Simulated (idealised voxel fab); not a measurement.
Module name: voxel double patterning (process module)
The cross-section on display is named cut; it measures 175 nm wide, and its cells are 5 nm squares.
In what follows, cross-sections appear as grids of square cells, described through bands that run from the top down, where every band is one or more rows of cells.
The entry gives the band's vertical extent as a top height and a bottom height in nm, then its horizontal make-up as materials from left to right, each with a width in nm. "empty" stands for empty space; a single material marked "throughout" fills the band edge to edge.
Convention: height 0 is the level below which the wafer, as received, is all one material. The lowest band does not terminate at the bottom but continues downward, represented as "top 0, no bottom".
Width "30 to 40": first value at the band's top row of cells, second value at its bottom row, equal change from row to row.
Any step labelled "remains unaltered" changed none of the cells in the cross-section.
If an empty space has no open way to the top and is at least 8 cells in size, "Listed closed voids" lists it, written width x height at distance, where distance is measured from the left edge and every value is in nm.
The remark found on a step's line after its settings is issued by the simulator itself and pertains to that step.
For masked steps, "overlay nm" on the step line gives how far right of plan the mask actually lay; a minus sign means it lay to the left.
plan
1: RECEIVE | material Si
2: CONFORMAL_DEP | material SiO2 | thk nm 10
3: DIRECTIONAL_DEP | material W | thk nm 10
4: DIRECTIONAL_DEP | material SiCN | thk nm 5
5: DIRECTIONAL_DEP | material aC | thk nm 10
6: PATTERN | tone open | mask id FIRST | material resist | width nm 15 | pitch nm 50 | thk nm 25 | overlay nm 0
7: DIRECTIONAL_ETCH | etch materials aC | depth nm 10
8: STRIP | etch materials resist
9: DIRECTIONAL_ETCH | etch materials SiCN | depth nm 5
10: STRIP | etch materials aC
11: PATTERN | tone open | mask id SECOND | material resist | width nm 15 | pitch nm 50 | thk nm 15 | overlay nm 0
12: DIRECTIONAL_ETCH | etch materials SiCN | depth nm 5
13: STRIP | etch materials resist
14: DIRECTIONAL_ETCH | etch materials W | depth nm 10
15: STRIP | etch materials SiCN
Incoming wafer in cross-section (state: after step 1)
- top 0, no bottom: Si throughout
- Listed closed voids: none
Look at the cross-section after the module: the wafer started out the way shown above and the plan was the one shown above, yet one mistake was made along the way
- top 20, bottom 10: empty 55 nm; W 15 nm; empty 35 nm; W 15 nm; empty 55 nm
- top 10, bottom 0: SiO2 throughout
- top 0, no bottom: Si throughout
- Listed closed voids: none
Misprocessing identified: heads up, step 11 didn't go per plan, it actually ran as PATTERN | tone cover | mask id SECOND | material resist | width nm 15 | pitch nm 50 | thk nm 15 | overlay nm 0
